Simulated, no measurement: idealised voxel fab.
Process module, titled voxel double patterning
Cross-sectional view cut (width: 260 nm; square cell size: 5 nm).
We lay out every cross-section as a grid of square cells and spell it out in bands from the top down, where one band means one or more rows of cells.
Basically the band line says how high the top is and how high the bottom is, in nm, and then what's in it from left to right, every material with its width in nm. Empty space shows up as "air", and if a single material carries "everywhere" it runs the full band edge to edge.
We count height from 0. Below that, the starting wafer is all one material. The lowest band never ends at the bottom but goes on down; see "0 down" for how that is written.
Think of "30->40" as a width that walks from the first number to the second as you go down the band, top row to bottom row, taking equal-sized steps from row to row.
"left unchanged" -> step changed no cross-section cell.
In "Enclosed empty spaces" the enclosed voids are listed, meaning empty spaces of 8 cells or larger without any opening to the top. The form is width x height at distance, distance from the left edge, units nm.
What comes after the settings on a step's line is commentary from the simulator itself on that step.
You can add "overlay nm" to a step's line. For a step with a mask, it describes how far the mask lay to the right of its planned position, and a negative number describes a lay to the left.

These are the steps we planned for the process:
| 1 | RECEIVE | material Si |
| 2 | CONFORMAL_DEP | material SiO2 | thk nm 5 |
| 3 | DIRECTIONAL_DEP | material TiN | thk nm 15 |
| 4 | DIRECTIONAL_DEP | material SiCN | thk nm 10 |
| 5 | MASKED_ETCH | tone open | mask id FIRST | width nm 15 | pitch nm 50 | etch materials SiCN | depth nm 10 | overlay nm 0 |
| 6 | MASKED_ETCH | tone open | mask id SECOND | width nm 15 | pitch nm 50 | etch materials SiCN | depth nm 10 | overlay nm 0 |
| 7 | DIRECTIONAL_ETCH | etch materials TiN | depth nm 15 |
| 8 | STRIP | etch materials SiCN |

Shown in cross-section is the wafer as received, that is, as it stands after step 1:
- 0 down = Si everywhere
- Enclosed empty spaces: none

a wafer at the end: this start, this plan, one mistake:
- 20 to 0 = SiO2 everywhere
- 0 down = Si everywhere
- Enclosed empty spaces: none
What was done differently from what was planned? for step 3, the planned setting was not used; the step was instead run as DIRECTIONAL_DEP | material SiO2 | thk nm 15
